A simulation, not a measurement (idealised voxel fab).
process module | voxel ribs on slabs
cross-section cut | 190 nm wide | cells 5 nm
A cross-section is a grid of square cells, given in bands from the top down. A band is one or more rows of cells.
Each band's line starts with the height of the band's top and of its bottom, in nm. Then come its materials from left to right, each with its width in nm. One material with "throughout" fills the band from edge to edge. "air" is empty space.
Height 0 is the level under which the wafer as received is all one material. The lowest band goes on downwards, as in "0 down".
A width such as "30 to 40" changes by the same amount from each row of cells to the next, from the band's top row to its bottom row.
"no change" after a step means that no cell of the cross-section changed.
closed voids: empty space of 8 cells or more with no open way to the top, each as width x height at its distance from the left edge, in nm
after a step's settings: what the simulator itself notes on the step
overlay nm, on a step with a mask: how far to the right of its planned place the mask lay; to the left if negative
plan
1 op RECEIVE | material Si
2 op DIRECTIONAL_DEP | material SiO2 | thk nm 20
3 op DIRECTIONAL_DEP | material polySi | thk nm 25
4 op DIRECTIONAL_DEP | material aC | thk nm 10
5 op PATTERN | tone cover | mask id RIB | material resist | width nm 25 | thk nm 25 | overlay nm 0
6 op DIRECTIONAL_ETCH | etch materials aC | depth nm 10
7 op STRIP | etch materials resist
8 op DIRECTIONAL_ETCH | etch materials polySi | depth nm 10
9 op STRIP | etch materials aC
10 op PATTERN | tone cover | mask id SLAB | material resist | width nm 75 | thk nm 20 | overlay nm 0
11 op DIRECTIONAL_ETCH | etch materials polySi | depth nm 15
12 op STRIP | etch materials resist
13 op FILL_DEP | material SiO2 | thk nm 25
14 op CMP | height nm 65
15 op DIRECTIONAL_DEP | material W | thk nm 5
16 op MASKED_ETCH | tone cover | mask id HEATER | width nm 35 | etch materials W | depth nm 5 | overlay nm 0
17 op CONFORMAL_DEP | material SiN | thk nm 5
first wafer, as planned
as received, after step 1
  0 down: Si throughout
  closed voids: none
after step 2
  20 to 0: SiO2 throughout
  below 0: unchanged
after step 3
  45 to 20: polySi throughout
  below 20: unchanged
after step 4
  55 to 45: aC throughout
  below 45: unchanged
after step 5
  80 to 55: air 80 | resist 25 | air 85
  below 55: unchanged
after step 6
  70 to 55: air 80 | resist 25 | air 85
  55 to 45: air 80 | aC 25 | air 85
  below 45: unchanged
after step 7
  55 to 45: air 80 | aC 25 | air 85
  below 45: unchanged
after step 8
  55 to 45: air 80 | aC 25 | air 85
  45 to 35: air 80 | polySi 25 | air 85
  below 35: unchanged
after step 9
  45 to 35: air 80 | polySi 25 | air 85
  below 35: unchanged
after step 10
  65 to 45: air 55 | resist 75 | air 60
  45 to 35: air 55 | resist 25 | polySi 25 | resist 25 | air 60
  below 35: unchanged
after step 11
  65 to 45: air 55 | resist 75 | air 60
  45 to 35: air 55 | resist 25 | polySi 25 | resist 25 | air 60
  35 to 20: air 55 | polySi 75 | air 60
  below 20: unchanged
after step 12
  45 to 35: air 80 | polySi 25 | air 85
  below 35: unchanged
after step 13
  70 to 45: SiO2 throughout
  45 to 35: SiO2 80 | polySi 25 | SiO2 85
  35 to 20: SiO2 55 | polySi 75 | SiO2 60
  below 20: unchanged
after step 14
  65 to 45: SiO2 throughout
  below 45: unchanged
after step 15
  70 to 65: W throughout
  below 65: unchanged
after step 16
  70 to 65: air 75 | W 35 | air 80
  below 65: unchanged
after step 17
  75 to 70: air 70 | SiN 45 | air 75
  70 to 65: SiN 75 | W 35 | SiN 80
  below 65: unchanged
second wafer: like start, like plan, one mistake. Through step 12 it matches the first wafer
when step 13 should have ended
  70 to 45: W throughout
  45 to 35: W 80 | polySi 25 | W 85
  35 to 20: W 55 | polySi 75 | W 60
  below 20: unchanged
when step 14 should have ended
  65 to 45: W throughout
  below 45: unchanged
when step 15 should have ended
  70 to 45: W throughout
  below 45: unchanged
when step 16 should have ended
  70 to 65: air 75 | W 35 | air 80
  below 65: unchanged
when step 17 should have ended
  75 to 70: air 70 | SiN 45 | air 75
  70 to 65: SiN 75 | W 35 | SiN 80
  below 65: unchanged
what went wrong: step 13 ran as: op FILL_DEP | material W | thk nm 25
at the end the second wafer has, in cells: 287 fewer of SiO2 | 287 more of W
